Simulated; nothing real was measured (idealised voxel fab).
Process module heading - voxel transistor to metal
Square cell edge 5 nm, section width 210 nm, ID cut.
For the purposes of this document, a cross-section shall be understood as a grid of square cells, specified as bands listed in top-to-bottom order, each band consisting of one or more rows of cells.
Band entry format. Leading values: height of top, height of bottom, nm. Remainder: materials in left-to-right order, each with its width in nm. Special words: "everywhere" on a single material, which then fills the band edge to edge; "blank", empty space.
Heights from 0 (as-received wafer is one material below). Bottom band endless downward, as "from 0 down".
Per-row width for "30..40": begins at first number (top row of band), ends at second number (bottom row), increment between rows held constant.
Reading "nothing was modified" for a step: not a cell of the cross-section changed in it.
Look at "Closed-off voids" for the closed voids: empty spaces with no open path to the top, sized 8 cells or up. Each is width x height at distance, distance from the left edge, all nm.
What comes after the settings on a step's line is commentary from the simulator itself on that step.
For masked steps, "overlay nm" on the step line gives how far right of plan the mask actually lay; a minus sign means it lay to the left.
-- plan
step 1: op RECEIVE | material Si
step 2: op CONFORMAL_DEP | material SiO2 | thk nm 5
step 3: op CONFORMAL_DEP | material SiN | thk nm 15
step 4: op DIRECTIONAL_DEP | material aC | thk nm 10
step 5: op PATTERN | tone cover | mask id ACTIVE | material resist | width nm 115 | thk nm 25 | overlay nm 0
step 6: op DIRECTIONAL_ETCH | etch materials aC | depth nm 10
step 7: op STRIP | etch materials resist
step 8: op DIRECTIONAL_ETCH | etch materials SiN | depth nm 15
step 9: op DIRECTIONAL_ETCH | etch materials SiO2 | depth nm 5
step 10: op DIRECTIONAL_ETCH | etch materials Si | depth nm 20
step 11: op STRIP | etch materials aC
step 12: op OXIDIZE | depth nm 5
step 13: op FILL_DEP | material SiO2 | thk nm 15
step 14: op CMP | height nm 20
step 15: op SELECTIVE_ETCH | etch materials SiO2 | depth nm 15
step 16: op STRIP | etch materials SiN
step 17: op SELECTIVE_ETCH | etch materials SiO2 | depth nm 5
step 18: op OXIDIZE | depth nm 5
step 19: op DIRECTIONAL_DEP | material polySi | thk nm 30
step 20: op DIRECTIONAL_DEP | material SiCN | thk nm 10
step 21: op PATTERN | tone cover | mask id GATE | material resist | width nm 25 | thk nm 20 | overlay nm 0
step 22: op DIRECTIONAL_ETCH | etch materials SiCN | depth nm 20
step 23: op DIRECTIONAL_ETCH | etch materials polySi | depth nm 40
step 24: op STRIP | etch materials resist
step 25: op CONFORMAL_DEP | material SiO2 | thk nm 5
step 26: op DIRECTIONAL_ETCH | etch materials SiO2 | depth nm 5
step 27: op CONFORMAL_DEP | material SiN | thk nm 5
step 28: op DIRECTIONAL_ETCH | etch materials SiN | depth nm 5
step 29: op DIRECTIONAL_ETCH | etch materials SiO2 | depth nm 5
step 30: op EPI | material SiGe | thk nm 5
step 31: op FILL_DEP | material SiO2 | thk nm 10
step 32: op CMP | height nm 40
step 33: op DIRECTIONAL_DEP | material SiO2 | thk nm 10
step 34: op MASKED_ETCH | tone open | mask id CONTACT | width nm 30 | pitch nm 65 | etch materials SiO2 | depth nm 50 | overlay nm 0
step 35: op CONFORMAL_DEP | material TiN | thk nm 5
step 36: op FILL_DEP | material W | thk nm 10
step 37: op CMP | height nm 50
step 38: op CONFORMAL_DEP | material SiN | thk nm 5
step 39: op DIRECTIONAL_DEP | material SiO2 | thk nm 20
step 40: op MASKED_ETCH | tone open | mask id METAL_1 | width nm 15 | pitch nm 80 | etch materials SiO2 | depth nm 20 | overlay nm 0
step 41: op MASKED_ETCH | tone open | mask id METAL_1 | width nm 15 | pitch nm 80 | etch materials SiN | depth nm 5 | overlay nm 0
step 42: op CONFORMAL_DEP | material TiN | thk nm 5
step 43: op FILL_DEP | material W | thk nm 10
step 44: op CMP | height nm 75
step 45: op EPI | material Ru | thk nm 5
step 46: op FILL_DEP | material SiCN | thk nm 5
-- This is the cross-section of the wafer as we received it, i.e. after step 1
  from 0 down: Si everywhere
  Closed-off voids: none
-- End-of-module cross-section. Starting structure and process plan as above; one mistake made in running it
  from 85 to 80: SiCN everywhere
  from 80 to 75: 50 nm SiCN  25 nm Ru  55 nm SiCN  25 nm Ru  55 nm SiCN
  from 75 to 55: 55 nm SiO2  5 nm TiN  5 nm W  5 nm TiN  65 nm SiO2  5 nm TiN  5 nm W  5 nm TiN  60 nm SiO2
  from 55 to 50: 55 nm SiN  15 nm TiN  65 nm SiN  15 nm TiN  60 nm SiN
  from 50 to 40: 55 nm SiO2  5 nm TiN  20..15 nm W  5..10 nm TiN  35 nm SiO2  5..10 nm TiN  20..15 nm W  5 nm TiN  60 nm SiO2
  from 40 to 30: 55 nm SiO2  5 nm TiN  15 nm W  5 nm TiN  5 nm SiN  5 nm SiO2  25 nm SiCN  5 nm SiO2  5 nm SiN  5 nm TiN  15 nm W  5 nm TiN  60 nm SiO2
  from 30 to 5: 55 nm SiO2  5 nm TiN  15 nm W  5 nm TiN  5 nm SiN  5 nm SiO2  25 nm polySi  5 nm SiO2  5 nm SiN  5 nm TiN  15 nm W  5 nm TiN  60 nm SiO2
  from 5 to 0: 55 nm SiO2  25 nm TiN  5 nm SiN  5 nm SiO2  25 nm polySi  5 nm SiO2  5 nm SiN  25 nm TiN  60 nm SiO2
  from 0 to -5: 30 nm SiO2  5 nm SiN  5 nm SiO2  5 nm SiN  5 nm SiO2  30 nm SiGe  45 nm SiO2  30 nm SiGe  5 nm SiO2  5 nm SiN  5 nm SiO2  5 nm SiN  35 nm SiO2
  from -5 to -15: 30 nm SiO2  5 nm SiN  5 nm SiO2  5 nm SiN  10 nm SiO2  95 nm Si  10 nm SiO2  5 nm SiN  5 nm SiO2  5 nm SiN  35 nm SiO2
  from -15 to -25: 55..50 nm SiO2  95..105 nm Si  60..55 nm SiO2
  from -25 down: Si everywhere
  Closed-off voids: none
what went wrong: note: step 15 <-> step 16, run order reversed vs plan
